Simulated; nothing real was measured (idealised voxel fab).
Herein follows the process module entitled voxel quadruple lines.
Square cell edge 5 nm, section width 190 nm, ID cut.
For the purposes of this document, a cross-section shall be understood as a grid of square cells, specified as bands listed in top-to-bottom order, each band consisting of one or more rows of cells.
Band: top and bottom heights (nm) first, top before bottom; then materials from left to right, widths in nm. "throughout" marks a sole material filling the band edge to edge. "empty" denotes empty space.
Height reference: 0 = level under which incoming wafer is all one material. Lowest band: no bottom, runs on downward, e.g. "0 -> down".
Quick explanation for "30..40": the width changes in equal steps down the rows of cells, from the first number in the band's top row to the second number in its bottom row.
Where the words "nothing different" appear for a step, the cross-section shows no cell changed by that step; every cell remained as before.
Empty spaces counting at least 8 cells and having no open way to the top are listed in "Closed void entries". The notation width x height at distance is used for each, the distance being from the left edge and all three values in nm.
after a step's settings: what the simulator itself notes on the step
Regarding "overlay nm": on a step with a mask, it is the distance the mask lay to the right of its planned place; a negative value places it to the left.

The steps planned for the process are as follows
1,RECEIVE with material Si
2,CONFORMAL_DEP with material SiO2, thk nm 10
3,DIRECTIONAL_DEP with material TiN, thk nm 10
4,DIRECTIONAL_DEP with material polySi, thk nm 20
5,DIRECTIONAL_DEP with material aC, thk nm 25
6,PATTERN with tone cover, mask id MANDREL, material resist, width nm 20, thk nm 35, overlay nm 0
7,DIRECTIONAL_ETCH with etch materials aC, depth nm 25
8,STRIP with etch materials resist
9,CONFORMAL_DEP with material SiO2, thk nm 10
10,DIRECTIONAL_ETCH with etch materials SiO2, depth nm 10
11,STRIP with etch materials aC
12,DIRECTIONAL_ETCH with etch materials polySi, depth nm 20
13,STRIP with etch materials SiO2
14,CONFORMAL_DEP with material SiN, thk nm 5
15,DIRECTIONAL_ETCH with etch materials SiN, depth nm 5
16,STRIP with etch materials polySi
17,DIRECTIONAL_ETCH with etch materials TiN, depth nm 10
18,STRIP with etch materials SiN
19,FILL_DEP with material SiO2, thk nm 10
20,CMP with height nm 20

Step 1 complete: cross-section of the wafer as received
- 0 -> down  Si throughout
- Closed void entries: none

Starting structure and process plan are as shown above, but one mistake was made in running the module; the wafer cross-section at the end of the module follows
- 20 -> 10  SiO2 (65); TiN (5); SiO2 (10); TiN (5); SiO2 (20); TiN (5); SiO2 (10); TiN (5); SiO2 (65)
- 10 -> 0  SiO2 throughout
- 0 -> down  Si throughout
- Closed void entries: none
Nonconformance to the process plan: step 6 was run on a setting that differed from the plan, and what really ran there is PATTERN with tone cover, mask id MANDREL, material resist, width nm 30, thk nm 35, overlay nm 0
